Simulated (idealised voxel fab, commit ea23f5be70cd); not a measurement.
The following process module bears the name voxel self aligned contacts.
This is section cut - it's 300 nm across, gridded in 5 nm square cells.
A cross-section is a grid of square cells, given in bands from the top down. A band is one or more rows of cells. What a band's entry tells you: where the top is and where the bottom is, as heights in nm, and after that what lies inside, material by material from left to right, each with its width in nm. Empty space is written as the word "air", and a single material marked with the word "full width" occupies the band from edge to edge. For the purposes of this specification, 0 denotes the height below which the wafer in its as-received condition is composed wholly of one material, and the lowermost band, lacking a lower limit, extends downward without end, as expressed in "0..down". Width: "30->40" (first number = top row, second number = bottom row, same change from row to row of cells). You'll sometimes find "stayed the same" written for a step, and that's the way of saying that nowhere in the cross-section did a cell change during that step. "Unvented cavities": sealed empty spaces, 8 cells or more, no open way to top, listed width x height at distance, with distance from the left edge and width, height and distance in nm. What comes after the settings on a step's line is commentary from the simulator itself on that step. You can add "overlay nm" to a step's line. For a step with a mask, it describes how far the mask lay to the right of its planned position, and a negative number describes a lay to the left.
-- Listed below are the process steps as planned
step 1: RECEIVE,material Si
step 2: OXIDIZE,depth nm 5
step 3: DIRECTIONAL_DEP,material polySi,thk nm 25
step 4: DIRECTIONAL_DEP,material SiN,thk nm 25
step 5: DIRECTIONAL_DEP,material aC,thk nm 10
step 6: PATTERN,tone cover,mask id GATE,material resist,width nm 35,pitch nm 80,thk nm 25,overlay nm 0
step 7: DIRECTIONAL_ETCH,etch materials aC,depth nm 10
step 8: STRIP,etch materials resist
step 9: DIRECTIONAL_ETCH,etch materials SiN,depth nm 25
step 10: DIRECTIONAL_ETCH,etch materials polySi,depth nm 25
step 11: STRIP,etch materials aC
step 12: CONFORMAL_DEP,material SiN,thk nm 10
step 13: DIRECTIONAL_ETCH,etch materials SiN,depth nm 10
step 14: FILL_DEP,material SiO2,thk nm 15
step 15: CMP,height nm 60
step 16: DIRECTIONAL_DEP,material aC,thk nm 10
step 17: PATTERN,tone open,mask id CONTACT,material resist,width nm 65,pitch nm 80,thk nm 25,overlay nm 0
step 18: DIRECTIONAL_ETCH,etch materials aC,depth nm 10
step 19: STRIP,etch materials resist
step 20: DIRECTIONAL_ETCH,etch materials SiO2,depth nm 65
step 21: STRIP,etch materials aC
step 22: CONFORMAL_DEP,material TiN,thk nm 5
step 23: FILL_DEP,material Ru,thk nm 10
step 24: CMP,height nm 60
step 25: CONFORMAL_DEP,material SiN,thk nm 5
-- Wafer as received: cross-section following step 1
    0..down = Si full width
    Unvented cavities: none
-- One mistake in running the module, otherwise start and plan as above: cross-section at the end
    65..60 = SiN full width
    60..50 = 75 nm SiO2, then 5->25 nm TiN, then 55->15 nm Ru, then 5->25 nm TiN, then 15 nm SiO2, then 5->25 nm TiN, then 55->15 nm Ru, then 5->25 nm TiN, then 80 nm SiO2
    50..25 = 40 nm SiO2, then 55 nm SiN, then 5 nm TiN, then 15 nm Ru, then 5 nm TiN, then 55 nm SiN, then 5 nm TiN, then 15 nm Ru, then 5 nm TiN, then 55 nm SiN, then 45 nm SiO2
    25..5 = 40 nm SiO2, then 10 nm SiN, then 35 nm polySi, then 10 nm SiN, then 5 nm TiN, then 15 nm Ru, then 5 nm TiN, then 10 nm SiN, then 35 nm polySi, then 10 nm SiN, then 5 nm TiN, then 15 nm Ru, then 5 nm TiN, then 10 nm SiN, then 35 nm polySi, then 10 nm SiN, then 45 nm SiO2
    5..0 = 40 nm SiO2, then 10 nm SiN, then 35 nm polySi, then 10 nm SiN, then 25 nm TiN, then 10 nm SiN, then 35 nm polySi, then 10 nm SiN, then 25 nm TiN, then 10 nm SiN, then 35 nm polySi, then 10 nm SiN, then 45 nm SiO2
    0..down = Si full width
    Unvented cavities: none
Processing error: step 2 of the plan was bypassed and not carried out
